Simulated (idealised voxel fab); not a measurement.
This is a process module. Its name is voxel capacitor over wiring.
FYI the section here is cut, 220 nm wide, cells are 5 nm squares.
A cross-section is written here as square cells arranged in a grid, and it is given in bands from the top down, each band taking up one or more rows of cells.
It is stipulated that each band's entry specify, in nanometres, the height of the top of the band and then that of its bottom, followed by the materials of the band in left-to-right sequence, each together with its width in nanometres. A single material marked by the word "all across" is understood to fill the band from edge to edge; the word "empty" is understood to denote empty space.
Heights are reckoned from 0. Under this level, the received wafer is all of one material. The bottommost band is open-ended downward, for example "top 0, no bottom".
A two-number width, for instance "30->40", indicates that the width is equal to the first number in the top row of the band and to the second number in the bottom row, and that it changes by a constant amount per row of cells.
"no modifications" (step): cross-section cells unchanged, all of them.
Basically, "Sealed void list" tells you about the enclosed voids: empty spaces with no open way to the top, 8 cells or bigger, each written width x height at distance, where distance is from the left edge, all in nm.
What comes after the settings on a step's line is commentary from the simulator itself on that step.
overlay nm: right-of-plan distance of the mask on a masked step; negative values mean left-of-plan.

plan
step 1: op RECEIVE | material Si
step 2: op CONFORMAL_DEP | material SiO2 | thk nm 10
step 3: op CONFORMAL_DEP | material SiCN | thk nm 5
step 4: op DIRECTIONAL_DEP | material SiO2 | thk nm 25
step 5: op MASKED_ETCH | tone open | mask id METAL_1 | width nm 30 | pitch nm 85 | etch materials SiO2 | depth nm 25 | overlay nm 0
step 6: op MASKED_ETCH | tone open | mask id METAL_1 | width nm 30 | pitch nm 85 | etch materials SiCN | depth nm 5 | overlay nm 0
step 7: op CONFORMAL_DEP | material TiN | thk nm 5
step 8: op FILL_DEP | material Ru | thk nm 10
step 9: op CMP | height nm 40
step 10: op CONFORMAL_DEP | material SiCN | thk nm 5
step 11: op DIRECTIONAL_DEP | material SiO2 | thk nm 15
step 12: op DIRECTIONAL_DEP | material aC | thk nm 10
step 13: op PATTERN | tone open | mask id PLUG_1 | material resist | width nm 15 | thk nm 30 | overlay nm 0
step 14: op DIRECTIONAL_ETCH | etch materials aC | depth nm 10
step 15: op STRIP | etch materials resist
step 16: op DIRECTIONAL_ETCH | etch materials SiO2 | depth nm 15
step 17: op DIRECTIONAL_ETCH | etch materials SiCN | depth nm 5
step 18: op STRIP | etch materials aC
step 19: op CONFORMAL_DEP | material TiN | thk nm 5
step 20: op FILL_DEP | material Ru | thk nm 10
step 21: op CMP | height nm 60
step 22: op DIRECTIONAL_DEP | material TiN | thk nm 10
step 23: op DIRECTIONAL_DEP | material HfO2 | thk nm 5
step 24: op DIRECTIONAL_DEP | material TiN | thk nm 10
step 25: op DIRECTIONAL_DEP | material aC | thk nm 10
step 26: op PATTERN | tone cover | mask id UPPER_PLATE | material resist | width nm 60 | thk nm 25 | overlay nm 0
step 27: op DIRECTIONAL_ETCH | etch materials aC | depth nm 10
step 28: op STRIP | etch materials resist
step 29: op DIRECTIONAL_ETCH | etch materials TiN | depth nm 10
step 30: op DIRECTIONAL_ETCH | etch materials HfO2 | depth nm 5
step 31: op STRIP | etch materials aC
step 32: op DIRECTIONAL_DEP | material aC | thk nm 15
step 33: op PATTERN | tone cover | mask id LOWER_PLATE | material resist | width nm 70 | thk nm 30 | overlay nm 0
step 34: op DIRECTIONAL_ETCH | etch materials aC | depth nm 15
step 35: op STRIP | etch materials resist
step 36: op DIRECTIONAL_ETCH | etch materials TiN | depth nm 10
step 37: op STRIP | etch materials aC
step 38: op FILL_DEP | material SiO2 | thk nm 15
step 39: op CMP | height nm 95
step 40: op MASKED_ETCH | tone open | mask id PLUG_2 | width nm 15 | etch materials SiO2 | depth nm 10 | overlay nm 0
step 41: op CONFORMAL_DEP | material TiN | thk nm 5
step 42: op FILL_DEP | material W | thk nm 10
step 43: op CMP | height nm 95
step 44: op CONFORMAL_DEP | material SiN | thk nm 5

Here's what the wafer looked like in cross-section when it arrived - that's after step 1
    top 0, no bottom | Si all across
    Sealed void list: none

Here's the cross-section of the first of our two wafers at the end of the module - it ran as planned
    top 100, bottom 95 | SiN all across
    top 95, bottom 90 | SiO2: 75; TiN: 5; W: 5; TiN: 5; SiO2: 130
    top 90, bottom 85 | SiO2: 75; TiN: 15; SiO2: 130
    top 85, bottom 75 | SiO2: 65; TiN: 60; SiO2: 95
    top 75, bottom 70 | SiO2: 65; HfO2: 60; SiO2: 95
    top 70, bottom 60 | SiO2: 60; TiN: 70; SiO2: 90
    top 60, bottom 45 | SiO2: 65; TiN: 5; Ru: 5; TiN: 5; SiO2: 140
    top 45, bottom 40 | SiCN: 65; TiN: 15; SiCN: 140
    top 40, bottom 15 | SiO2: 50; TiN: 5; Ru: 20; TiN: 5; SiO2: 55; TiN: 5; Ru: 20; TiN: 5; SiO2: 55
    top 15, bottom 10 | SiCN: 50; TiN: 30; SiCN: 55; TiN: 30; SiCN: 55
    top 10, bottom 0 | SiO2 all across
    top 0, no bottom | Si all across
    Sealed void list: none

Here's the second of our two wafers sectioned at module end. Same start as the first, same plan, but one mistake got made running it
    top 100, bottom 95 | SiN all across
    top 95, bottom 90 | SiO2: 75; SiCN: 5; W: 5; SiCN: 5; SiO2: 130
    top 90, bottom 85 | SiO2: 75; SiCN: 15; SiO2: 130
    top 85, bottom 75 | SiO2: 65; TiN: 60; SiO2: 95
    top 75, bottom 70 | SiO2: 65; HfO2: 60; SiO2: 95
    top 70, bottom 60 | SiO2: 60; TiN: 70; SiO2: 90
    top 60, bottom 45 | SiO2: 65; TiN: 5; Ru: 5; TiN: 5; SiO2: 140
    top 45, bottom 40 | SiCN: 65; TiN: 15; SiCN: 140
    top 40, bottom 15 | SiO2: 50; TiN: 5; Ru: 20; TiN: 5; SiO2: 55; TiN: 5; Ru: 20; TiN: 5; SiO2: 55
    top 15, bottom 10 | SiCN: 50; TiN: 30; SiCN: 55; TiN: 30; SiCN: 55
    top 10, bottom 0 | SiO2 all across
    top 0, no bottom | Si all across
    Sealed void list: none
What was the processing mistake? the process deviated at step 41: the operation and settings actually run there were op CONFORMAL_DEP | material SiCN | thk nm 5
Final tally in cells, some materials are higher or lower on the second wafer than on the first: SiCN: 5 more | TiN: 5 fewer
